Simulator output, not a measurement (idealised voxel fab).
process module | voxel gate over fins
245 nm wide, 5 nm square cells: that's cross-section cut.
Format of a cross-section: grid, square cells. Given as bands. Order: top down. Band: one or more rows of cells. Within each band entry, the heights of the top and of the bottom of the band appear first, in that order and in nm; the materials of the band then follow from left to right, each with its corresponding width in nm. The designation "throughout" on a single material indicates that it fills the band from edge to edge; the designation "empty" indicates empty space. Note: height 0 marks the level under which the wafer is uniformly one material as received. Lowest band unbounded below, written "0 nm and below". A width such as "30 to 40" changes by the same amount from each row of cells to the next, from the band's top row to its bottom row. It should be understood that the words "no change occurred", when stated for a given step, signify that the cross-section underwent no change in any of its cells during that step. If an empty space has no open way to the top and is at least 8 cells in size, "closed voids" lists it, written width x height at distance, where distance is measured from the left edge and every value is in nm. Where a step's line continues beyond its settings, the continuation is a remark by the simulator itself on that step. overlay nm: how far to the right of its planned place the mask lay on this masked step (negative: to the left).
### So here's the lineup of process steps we planned
1: RECEIVE | material Si
2: CONFORMAL_DEP | material SiN | thk nm 5
3: MASKED_ETCH | tone cover | mask id FINS | width nm 15 | pitch nm 55 | etch materials SiN | depth nm 5 | overlay nm 0
4: MASKED_ETCH | tone cover | mask id FINS | width nm 15 | pitch nm 55 | etch materials Si | depth nm 30 | overlay nm 0
5: OXIDIZE | depth nm 5
6: FILL_DEP | material SiO2 | thk nm 15
7: CMP | height nm 5
8: PATTERN | tone open | mask id RAIL | material resist | width nm 15 | thk nm 20 | overlay nm 0
9: DIRECTIONAL_ETCH | etch materials SiO2 | depth nm 30
10: STRIP | etch materials resist
11: CONFORMAL_DEP | material TiN | thk nm 5
12: FILL_DEP | material W | thk nm 5
13: CMP | height nm 5
14: SELECTIVE_ETCH | etch materials W Ru TiN | depth nm 25
15: FILL_DEP | material SiO2 | thk nm 5
16: CMP | height nm 5
17: SELECTIVE_ETCH | etch materials SiO2 | depth nm 20
18: STRIP | etch materials SiN
19: CONFORMAL_DEP | material HfO2 | thk nm 5
20: CONFORMAL_DEP | material TiN | thk nm 5
21: FILL_DEP | material W | thk nm 10
22: CMP | height nm 15
23: CONFORMAL_DEP | material SiN | thk nm 5
### Wafer at receipt (post step 1), cross-section
    0 nm and below  Si throughout
    closed voids: none
### Run as planned - first of the two wafers cross-sectioned at the end of the module
    20 nm to 15 nm  SiN throughout
    15 nm to 10 nm  W throughout
    10 nm to 5 nm  25 nm W / 25 nm TiN / 30 nm W / 25 nm TiN / 30 nm W / 25 nm TiN / 30 nm W / 25 nm TiN / 30 nm W
    5 nm to 0 nm  25 nm W / 5 nm TiN / 15 nm HfO2 / 5 nm TiN / 30 nm W / 5 nm TiN / 15 nm HfO2 / 5 nm TiN / 30 nm W / 5 nm TiN / 15 nm HfO2 / 5 nm TiN / 30 nm W / 5 nm TiN / 15 nm HfO2 / 5 nm TiN / 30 nm W
    0 nm to -5 nm  25 nm W / 5 nm TiN / 5 nm HfO2 / 5 nm Si / 5 nm HfO2 / 5 nm TiN / 30 nm W / 5 nm TiN / 5 nm HfO2 / 5 nm Si / 5 nm HfO2 / 5 nm TiN / 30 nm W / 5 nm TiN / 5 nm HfO2 / 5 nm Si / 5 nm HfO2 / 5 nm TiN / 30 nm W / 5 nm TiN / 5 nm HfO2 / 5 nm Si / 5 nm HfO2 / 5 nm TiN / 30 nm W
    -5 nm to -10 nm  30 nm TiN / 5 nm HfO2 / 5 nm Si / 5 nm HfO2 / 40 nm TiN / 5 nm HfO2 / 5 nm Si / 5 nm HfO2 / 40 nm TiN / 5 nm HfO2 / 5 nm Si / 5 nm HfO2 / 40 nm TiN / 5 nm HfO2 / 5 nm Si / 5 nm HfO2 / 35 nm TiN
    -10 nm to -15 nm  35 nm HfO2 / 5 nm Si / 50 nm HfO2 / 5 nm Si / 50 nm HfO2 / 5 nm Si / 50 nm HfO2 / 5 nm Si / 40 nm HfO2
    -15 nm to -20 nm  35 nm SiO2 / 5 nm Si / 50 nm SiO2 / 5 nm Si / 50 nm SiO2 / 5 nm Si / 50 nm SiO2 / 5 nm Si / 40 nm SiO2
    -20 nm to -25 nm  35 nm SiO2 / 5 nm Si / 15 nm SiO2 / 15 nm TiN / 20 nm SiO2 / 5 nm Si / 50 nm SiO2 / 5 nm Si / 50 nm SiO2 / 5 nm Si / 40 nm SiO2
    -25 nm to -35 nm  35 nm SiO2 / 5 nm Si / 50 nm SiO2 / 5 nm Si / 50 nm SiO2 / 5 nm Si / 50 nm SiO2 / 5 nm Si / 40 nm SiO2
    -35 nm and below  Si throughout
    closed voids: none
### What the second wafer looks like in cross-section once the module is done. Its start and its plan matched the first wafer's exactly; what differed was one mistake in how it was run
    20 nm to 15 nm  SiN throughout
    15 nm to 10 nm  W throughout
    10 nm to 5 nm  25 nm W / 25 nm TiN / 30 nm W / 25 nm TiN / 30 nm W / 25 nm TiN / 30 nm W / 25 nm TiN / 30 nm W
    5 nm to 0 nm  25 nm W / 5 nm TiN / 15 nm HfO2 / 5 nm TiN / 30 nm W / 5 nm TiN / 15 nm HfO2 / 5 nm TiN / 30 nm W / 5 nm TiN / 15 nm HfO2 / 5 nm TiN / 30 nm W / 5 nm TiN / 15 nm HfO2 / 5 nm TiN / 30 nm W
    0 nm to -5 nm  25 nm W / 5 nm TiN / 5 nm HfO2 / 5 nm Si / 5 nm HfO2 / 5 nm TiN / 30 nm W / 5 nm TiN / 5 nm HfO2 / 5 nm Si / 5 nm HfO2 / 5 nm TiN / 30 nm W / 5 nm TiN / 5 nm HfO2 / 5 nm Si / 5 nm HfO2 / 5 nm TiN / 30 nm W / 5 nm TiN / 5 nm HfO2 / 5 nm Si / 5 nm HfO2 / 5 nm TiN / 30 nm W
    -5 nm to -10 nm  30 nm TiN / 5 nm HfO2 / 5 nm Si / 5 nm HfO2 / 40 nm TiN / 5 nm HfO2 / 5 nm Si / 5 nm HfO2 / 40 nm TiN / 5 nm HfO2 / 5 nm Si / 5 nm HfO2 / 40 nm TiN / 5 nm HfO2 / 5 nm Si / 5 nm HfO2 / 35 nm TiN
    -10 nm to -15 nm  35 nm HfO2 / 5 nm Si / 50 nm HfO2 / 5 nm Si / 50 nm HfO2 / 5 nm Si / 50 nm HfO2 / 5 nm Si / 40 nm HfO2
    -15 nm to -20 nm  35 nm SiO2 / 5 nm Si / 50 nm SiO2 / 5 nm Si / 50 nm SiO2 / 5 nm Si / 50 nm SiO2 / 5 nm Si / 40 nm SiO2
    -20 nm to -25 nm  35 nm SiO2 / 5 nm Si / 15 nm SiO2 / 20 nm TiN / 15 nm SiO2 / 5 nm Si / 50 nm SiO2 / 5 nm Si / 50 nm SiO2 / 5 nm Si / 40 nm SiO2
    -25 nm to -35 nm  35 nm SiO2 / 5 nm Si / 50 nm SiO2 / 5 nm Si / 50 nm SiO2 / 5 nm Si / 50 nm SiO2 / 5 nm Si / 40 nm SiO2
    -35 nm and below  Si throughout
    closed voids: none
Heads up, the wafer didn't run the way we planned it: step 8 was run on a setting that differed from the plan, and what really ran there is PATTERN | tone open | mask id RAIL | material resist | width nm 20 | thk nm 20 | overlay nm 0
Final wafer comparison in cells, second versus first, more or fewer per material: SiO2 -1 | TiN +1
